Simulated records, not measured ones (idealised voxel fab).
The process module presented herein is designated voxel self aligned contacts.
Pictured: cross-section cut, 240 nm wide, on a grid of 5 nm square cells.
Cross-section, as written here: a square-cell grid given band by band from the top down, where a band holds one or more rows of cells. For a band, the entry starts with two heights in nm, that of the top and then that of the bottom, and carries on with the band's materials in order from left to right, each alongside its width in nm; the word "edge to edge" beside a single material means it fills the band edge to edge, and "air" means empty space. Ref level 0: as-received wafer is one material below here. Bottom band extends down with no lower bound ("z 0 and below"). Width: "30..40" (first number = top row, second number = bottom row, same change from row to row of cells). "everything unchanged" after a step means that no cell of the cross-section changed. Listed in "Sealed cavities": every empty space of 8 or more cells without an open way to the top. Form: width x height at distance, the distance being from the left edge, all in nm. Heads up: the bit after the settings on a step's line is the simulator's remark on that step. If you see "overlay nm" on a step's line and that step has a mask, it's telling you how far right of where it was planned the mask ended up; a negative number means it went left instead.
Listed below are the process steps as planned:
- 1: RECEIVE (material Si)
- 2: OXIDIZE (depth nm 5)
- 3: DIRECTIONAL_DEP (material polySi; thk nm 20)
- 4: DIRECTIONAL_DEP (material SiN; thk nm 20)
- 5: PATTERN (tone cover; mask id GATE; material resist; width nm 35; pitch nm 75; thk nm 20; overlay nm 0)
- 6: DIRECTIONAL_ETCH (etch materials SiN; depth nm 20)
- 7: DIRECTIONAL_ETCH (etch materials polySi; depth nm 20)
- 8: STRIP (etch materials resist)
- 9: CONFORMAL_DEP (material SiN; thk nm 10)
- 10: DIRECTIONAL_ETCH (etch materials SiN; depth nm 10)
- 11: FILL_DEP (material SiO2; thk nm 15)
- 12: CMP (height nm 45)
- 13: MASKED_ETCH (tone open; mask id CONTACT; width nm 50; pitch nm 75; etch materials SiO2; depth nm 50; overlay nm 0)
- 14: CONFORMAL_DEP (material TiN; thk nm 5)
- 15: FILL_DEP (material W; thk nm 5)
- 16: CMP (height nm 45)
- 17: CONFORMAL_DEP (material SiN; thk nm 5)
Wafer as received: cross-section following step 1:
    z 0 and below = Si edge to edge
    Sealed cavities: none
Wafer at module end, in section. Began as above, planned as above, run with one mistake:
    z 50 to 45 = SiN edge to edge
    z 45 to 40 = 55 of SiO2 | 20 of TiN | 10 of W | 20 of TiN | 25 of SiO2 | 20 of TiN | 10 of W | 20 of TiN | 60 of SiO2
    z 40 to 25 = 15 of SiO2 | 10 of SiN | 35 of polySi | 10 of SiN | 5 of TiN | 10 of W | 5 of TiN | 10 of SiN | 35 of polySi | 10 of SiN | 5 of TiN | 10 of W | 5 of TiN | 10 of SiN | 35 of polySi | 10 of SiN | 20 of SiO2
    z 25 to 20 = 15 of SiO2 | 10 of SiN | 35 of polySi | 10 of SiN | 20 of TiN | 10 of SiN | 35 of polySi | 10 of SiN | 20 of TiN | 10 of SiN | 35 of polySi | 10 of SiN | 20 of SiO2
    z 20 to 0 = SiN edge to edge
    z 0 to -5 = SiO2 edge to edge
    z -5 and below = Si edge to edge
    Sealed cavities: none
Error vs. plan: the intended sequence of steps 3 and 4 was reversed during processing, with each occupying the position of the other
